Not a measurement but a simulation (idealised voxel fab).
process module | voxel released beams
cross-section cut | 235 nm wide | cells 5 nm
A cross-section is a grid of square cells, given in bands from the top down. A band is one or more rows of cells.
Each band's line starts with the height of the band's top and of its bottom, in nm. Then come its materials from left to right, each with its width in nm. One material with "throughout" fills the band from edge to edge. "air" is empty space.
Height 0 is the level under which the wafer as received is all one material. The lowest band goes on downwards, as in "0 down".
A width such as "30 to 40" changes by the same amount from each row of cells to the next, from the band's top row to its bottom row.
"no change" after a step means that no cell of the cross-section changed.
closed voids: empty space of 8 cells or more with no open way to the top, each as width x height at its distance from the left edge, in nm
after a step's settings: what the simulator itself notes on the step
overlay nm, on a step with a mask: how far to the right of its planned place the mask lay; to the left if negative
plan
1 op RECEIVE | material Si
2 op CONFORMAL_DEP | material SiN | thk nm 10
3 op DIRECTIONAL_DEP | material SiO2 | thk nm 15
4 op DIRECTIONAL_DEP | material aC | thk nm 10
5 op PATTERN | tone open | mask id ANCHOR | material resist | width nm 35 | thk nm 25 | overlay nm 0
6 op DIRECTIONAL_ETCH | etch materials aC | depth nm 10
7 op STRIP | etch materials resist
8 op DIRECTIONAL_ETCH | etch materials SiO2 | depth nm 15
9 op STRIP | etch materials aC
10 op CONFORMAL_DEP | material TiN | thk nm 10
11 op DIRECTIONAL_DEP | material aC | thk nm 15
12 op PATTERN | tone cover | mask id BEAM | material resist | width nm 90 | thk nm 30 | overlay nm 0
13 op DIRECTIONAL_ETCH | etch materials aC | depth nm 15
14 op STRIP | etch materials resist
15 op DIRECTIONAL_ETCH | etch materials TiN | depth nm 10
16 op STRIP | etch materials aC
17 op STRIP | etch materials SiO2
as received, after step 1
  0 down: Si throughout
  closed voids: none
first wafer at the end, as planned
  35 to 25: air 70 | TiN 15 | air 15 | TiN 60 | air 75
  25 to 20: air 75 | TiN 10 | air 15 | TiN 10 | air 125
  20 to 10: air 75 | TiN 35 | air 125
  10 to 0: SiN throughout
  0 down: Si throughout
  closed voids: none
second wafer at the end: like start, like plan, one mistake
  35 to 25: air 70 | TiN 50 | air 115
  25 to 20: air 65 | TiN 10 | SiO2 35 | TiN 10 | air 115
  20 to 10: air 65 | TiN 10 | SiO2 35 | TiN 50 | air 75
  10 to 0: SiN throughout
  0 down: Si throughout
  closed voids: none
what went wrong: step 5 ran as: op PATTERN | tone cover | mask id ANCHOR | material resist | width nm 35 | thk nm 25 | overlay nm 0
at the end the second wafer has, in cells: 21 more of SiO2
